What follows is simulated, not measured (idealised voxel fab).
process module | voxel trench capacitor
This is section cut - it's 260 nm across, gridded in 5 nm square cells.
If you're reading a cross-section in this doc, picture square cells in a grid; it comes to you as bands, top ones listed first down to the bottom, and a band can be one or more rows of cells.
Quick guide to a band line: top height, bottom height (nm) up front; then every material left to right with its width in nm. Only one material and it's marked "all across"? Then it fills the band edge to edge. And "blank" just means empty space.
Measure heights from 0. That's the level where, below it, the as-received wafer is all one material. The lowest band is bottomless and extends downward; write it as in "top 0, no bottom".
Width "30..40": first value at the band's top row of cells, second value at its bottom row, equal change from row to row.
Key: "nothing was modified" - step with no changed cell in the cross-section.
"Tabulated closed voids" means: voids of 8 cells or more that are shut off from the top with no open way through. Written width x height at distance, distance from the left edge, in nm.
Past the settings on a step's line: simulator remark, on that step.
overlay nm: mask right of planned place by this much (step with mask). Neg. = left.

# Here's what the planned process steps look like
- 1: RECEIVE [material Si]
- 2: CONFORMAL_DEP [material SiN] [thk nm 10]
- 3: DIRECTIONAL_DEP [material aC] [thk nm 15]
- 4: PATTERN [tone open] [mask id TRENCH] [material resist] [width nm 30] [pitch nm 60] [thk nm 35] [overlay nm 0]
- 5: DIRECTIONAL_ETCH [etch materials aC] [depth nm 15]
- 6: STRIP [etch materials resist]
- 7: DIRECTIONAL_ETCH [etch materials SiN] [depth nm 10]
- 8: DIRECTIONAL_ETCH [etch materials Si] [depth nm 40]
- 9: STRIP [etch materials aC]
- 10: CONFORMAL_DEP [material HfO2] [thk nm 5]
- 11: CONFORMAL_DEP [material TiN] [thk nm 5]
- 12: FILL_DEP [material W] [thk nm 10]
- 13: CMP [height nm 10]

# Incoming wafer, cross-sectional view, post step 1
	top 0, no bottom  Si all across
	Tabulated closed voids: none

# The first of two wafers, cross-sectioned at the end of the module, with the run proceeding as planned
	top 10, bottom 0  SiN (25); HfO2 (5); TiN (5); W (10); TiN (5); HfO2 (5); SiN (30); HfO2 (5); TiN (5); W (10); TiN (5); HfO2 (5); SiN (30); HfO2 (5); TiN (5); W (10); TiN (5); HfO2 (5); SiN (30); HfO2 (5); TiN (5); W (10); TiN (5); HfO2 (5); SiN (25)
	top 0, bottom -30  Si (25); HfO2 (5); TiN (5); W (10); TiN (5); HfO2 (5); Si (30); HfO2 (5); TiN (5); W (10); TiN (5); HfO2 (5); Si (30); HfO2 (5); TiN (5); W (10); TiN (5); HfO2 (5); Si (30); HfO2 (5); TiN (5); W (10); TiN (5); HfO2 (5); Si (25)
	top -30, bottom -35  Si (25); HfO2 (5); TiN (20); HfO2 (5); Si (30); HfO2 (5); TiN (20); HfO2 (5); Si (30); HfO2 (5); TiN (20); HfO2 (5); Si (30); HfO2 (5); TiN (20); HfO2 (5); Si (25)
	top -35, bottom -40  Si (25); HfO2 (30); Si (30); HfO2 (30); Si (30); HfO2 (30); Si (30); HfO2 (30); Si (25)
	top -40, no bottom  Si all across
	Tabulated closed voids: none

# What the second wafer looks like in cross-section once the module is done. Its start and its plan matched the first wafer's exactly; what differed was one mistake in how it was run
	top 10, bottom 0  W (15); TiN (5); HfO2 (5); SiN (30); HfO2 (5); TiN (5); W (10); TiN (5); HfO2 (5); SiN (30); HfO2 (5); TiN (5); W (10); TiN (5); HfO2 (5); SiN (30); HfO2 (5); TiN (5); W (10); TiN (5); HfO2 (5); SiN (30); HfO2 (5); TiN (5); W (15)
	top 0, bottom -30  W (15); TiN (5); HfO2 (5); Si (30); HfO2 (5); TiN (5); W (10); TiN (5); HfO2 (5); Si (30); HfO2 (5); TiN (5); W (10); TiN (5); HfO2 (5); Si (30); HfO2 (5); TiN (5); W (10); TiN (5); HfO2 (5); Si (30); HfO2 (5); TiN (5); W (15)
	top -30, bottom -35  TiN (20); HfO2 (5); Si (30); HfO2 (5); TiN (20); HfO2 (5); Si (30); HfO2 (5); TiN (20); HfO2 (5); Si (30); HfO2 (5); TiN (20); HfO2 (5); Si (30); HfO2 (5); TiN (20)
	top -35, bottom -40  HfO2 (25); Si (30); HfO2 (30); Si (30); HfO2 (30); Si (30); HfO2 (30); Si (30); HfO2 (25)
	top -40, no bottom  Si all across
	Tabulated closed voids: none
Processing error: contrary to plan, step 4 was performed as PATTERN [tone cover] [mask id TRENCH] [material resist] [width nm 30] [pitch nm 60] [thk nm 35] [overlay nm 0]
Wafer comparison, final, in cells, second relative to first, materials more or fewer: HfO2 +4; Si -32; SiN -8; TiN +4; W +32
